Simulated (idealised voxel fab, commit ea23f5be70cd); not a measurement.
Proc. module: voxel released beams
Cross-section cut spans 240 nm and uses square cells 5 nm in size.
Square cells in a grid make up a cross-section in this document, and the grid is given as bands, listed from the top down, each one or more rows of cells. Per band: top height and bottom height in nm, followed by the left-to-right materials and their widths in nm; "edge to edge" marks a single material spanning edge to edge, "blank" marks empty space. We count height from 0. Below that, the starting wafer is all one material. The lowest band never ends at the bottom but goes on down; see "0..down" for how that is written. Top row gets the first number, bottom row gets the second, and each row in between changes by the same step: that is how a band width like "30..40" works. When a step is marked "no change", none of the cells in the cross-section changed during that step. Entry "Tabulated closed voids" = empty spaces >= 8 cells with no open way to the top; each as width x height at distance, distance from left edge, all nm. Step line, after settings: the simulator's comment on this step. You can add "overlay nm" to a step's line. For a step with a mask, it describes how far the mask lay to the right of its planned position, and a negative number describes a lay to the left.

## The process steps that were planned are listed below
1 RECEIVE, material Si
2 CONFORMAL_DEP, material SiN, thk nm 10
3 DIRECTIONAL_DEP, material SiO2, thk nm 10
4 PATTERN, tone open, mask id ANCHOR, material resist, width nm 45, thk nm 20, overlay nm 0
5 DIRECTIONAL_ETCH, etch materials SiO2, depth nm 10
6 STRIP, etch materials resist
7 CONFORMAL_DEP, material W, thk nm 15
8 MASKED_ETCH, tone cover, mask id BEAM, width nm 105, etch materials W, depth nm 15, overlay nm 0
9 STRIP, etch materials SiO2

## Account of the first of two wafers, which was processed as intended

## Cross-section of the wafer upon arrival, representing the state reached after step 1
    0..down = Si edge to edge
    Tabulated closed voids: none

## Once step 2 is through, the wafer looks like this in cross-section
    10..0 = SiN edge to edge
    Beneath the level 0, the cross-section is identical to its previous state.

## Once step 3 is through, the wafer looks like this in cross-section
    20..10 = SiO2 edge to edge
    Beneath the level 10, the cross-section is identical to its previous state.

## Once step 4 is through, the wafer looks like this in cross-section
    40..20 = 70 resist / 45 blank / 125 resist
    Beneath the level 20, the cross-section is identical to its previous state.

## Once step 5 is through, the wafer looks like this in cross-section
    40..20 = 70 resist / 45 blank / 125 resist
    20..10 = 70 SiO2 / 45 blank / 125 SiO2
    Beneath the level 10, the cross-section is identical to its previous state.

## Once step 6 is through, the wafer looks like this in cross-section
    20..10 = 70 SiO2 / 45 blank / 125 SiO2
    Beneath the level 10, the cross-section is identical to its previous state.

## Once step 7 is through, the wafer looks like this in cross-section
    35..25 = 85 W / 15 blank / 140 W
    25..20 = W edge to edge
    20..10 = 70 SiO2 / 45 W / 125 SiO2
    Beneath the level 10, the cross-section is identical to its previous state.

## Once step 8 is through, the wafer looks like this in cross-section
    35..25 = 65 blank / 20 W / 15 blank / 70 W / 70 blank
    25..20 = 65 blank / 105 W / 70 blank
    Beneath the level 20, the cross-section is identical to its previous state.

## Once step 9 is through, the wafer looks like this in cross-section
    35..25 = 65 blank / 20 W / 15 blank / 70 W / 70 blank
    25..20 = 65 blank / 105 W / 70 blank
    20..10 = 70 blank / 45 W / 125 blank
    Beneath the level 10, the cross-section is identical to its previous state.

## Second wafer, same starting state and plan as the first, one mistake in the run, identical through step 3

## when step 4 should have ended
    40..20 = 75 resist / 45 blank / 120 resist
    Beneath the level 20, the cross-section is identical to its previous state.

## when step 5 should have ended
    40..20 = 75 resist / 45 blank / 120 resist
    20..10 = 75 SiO2 / 45 blank / 120 SiO2
    Beneath the level 10, the cross-section is identical to its previous state.

## when step 6 should have ended
    20..10 = 75 SiO2 / 45 blank / 120 SiO2
    Beneath the level 10, the cross-section is identical to its previous state.

## when step 7 should have ended
    35..25 = 90 W / 15 blank / 135 W
    25..20 = W edge to edge
    20..10 = 75 SiO2 / 45 W / 120 SiO2
    Beneath the level 10, the cross-section is identical to its previous state.

## when step 8 should have ended
    35..25 = 65 blank / 25 W / 15 blank / 65 W / 70 blank
    25..20 = 65 blank / 105 W / 70 blank
    Beneath the level 20, the cross-section is identical to its previous state.

## when step 9 should have ended
    35..25 = 65 blank / 25 W / 15 blank / 65 W / 70 blank
    25..20 = 65 blank / 105 W / 70 blank
    20..10 = 75 blank / 45 W / 120 blank
    Beneath the level 10, the cross-section is identical to its previous state.
In executing the process, a mistake was made relative to the plan: step 4 did not use the planned setting and instead ran as PATTERN, tone open, mask id ANCHOR, material resist, width nm 45, thk nm 20, overlay nm 5
End check, second vs first wafer: material counts in cells match, positions do not.
